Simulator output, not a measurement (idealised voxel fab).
The process module presented herein is designated voxel self aligned contacts.
Square cell edge 5 nm, section width 230 nm, ID cut.
Cross-section format: a grid of square cells, given as bands from top to bottom; each band is one or more rows of cells.
The entry gives the band's vertical extent as a top height and a bottom height in nm, then its horizontal make-up as materials from left to right, each with a width in nm. "empty" stands for empty space; a single material marked "everywhere" fills the band edge to edge.
Measure heights from 0. That's the level where, below it, the as-received wafer is all one material. The lowest band is bottomless and extends downward; write it as in "0 down".
Width spec "30..40" -> top row of cells at first value, bottom row at second value, equal per-row change in between.
The cross-section has no changed cell in any step marked "stayed the same".
Closed-off voids of 8+ cells (no open route to the top) go in "Unvented voids", written width x height at distance from the left edge, in nm.
Anything after a step's settings on that line? It's the simulator's own note about the step.
"overlay nm" answers the question of how far to the right of plan the mask lay on a step that has a mask, and when it is negative the answer is to the left.

-- Steps in the process plan
| 1 | RECEIVE, material Si |
| 2 | CONFORMAL_DEP, material SiO2, thk nm 5 |
| 3 | DIRECTIONAL_DEP, material polySi, thk nm 30 |
| 4 | DIRECTIONAL_DEP, material SiN, thk nm 15 |
| 5 | DIRECTIONAL_DEP, material aC, thk nm 15 |
| 6 | PATTERN, tone cover, mask id GATE, material resist, width nm 25, pitch nm 55, thk nm 35, overlay nm 0 |
| 7 | DIRECTIONAL_ETCH, etch materials aC, depth nm 15 |
| 8 | STRIP, etch materials resist |
| 9 | DIRECTIONAL_ETCH, etch materials SiN, depth nm 15 |
| 10 | DIRECTIONAL_ETCH, etch materials polySi, depth nm 30 |
| 11 | STRIP, etch materials aC |
| 12 | CONFORMAL_DEP, material SiN, thk nm 5 |
| 13 | DIRECTIONAL_ETCH, etch materials SiN, depth nm 5 |
| 14 | FILL_DEP, material SiO2, thk nm 20 |
| 15 | CMP, height nm 60 |
| 16 | DIRECTIONAL_DEP, material aC, thk nm 10 |
| 17 | PATTERN, tone open, mask id CONTACT, material resist, width nm 40, thk nm 30, overlay nm 0 |
| 18 | DIRECTIONAL_ETCH, etch materials aC, depth nm 10 |
| 19 | STRIP, etch materials resist |
| 20 | DIRECTIONAL_ETCH, etch materials SiO2, depth nm 60 |
| 21 | STRIP, etch materials aC |
| 22 | CONFORMAL_DEP, material TiN, thk nm 5 |
| 23 | FILL_DEP, material W, thk nm 10 |
| 24 | CMP, height nm 60 |
| 25 | CONFORMAL_DEP, material SiN, thk nm 5 |

-- So this is the incoming wafer in cross-section - it's already been through step 1
  0 down = Si everywhere
  Unvented voids: none

-- Cross-section, end of module. Start: as above. Plan: as above. Execution: one mistake
  65 to 60 = SiN everywhere
  60 to 50 = SiO2 (100); TiN (5..10); W (30..10); TiN (5..20); SiO2 (90)
  50 to 35 = SiO2 (70); SiN (35); TiN (5); W (10); TiN (5); SiN (35); SiO2 (70)
  35 to 5 = SiO2 (70); SiN (5); polySi (25); SiN (5); TiN (5); W (10); TiN (5); SiN (5); polySi (25); SiN (5); SiO2 (70)
  5 to 0 = SiO2 (105); TiN (20); SiO2 (105)
  0 down = Si everywhere
  Unvented voids: none
Finding, execution versus plan: step 17 ran differently from the plan; actual operation with settings: PATTERN, tone open, mask id CONTACT, material resist, width nm 40, thk nm 30, overlay nm 5
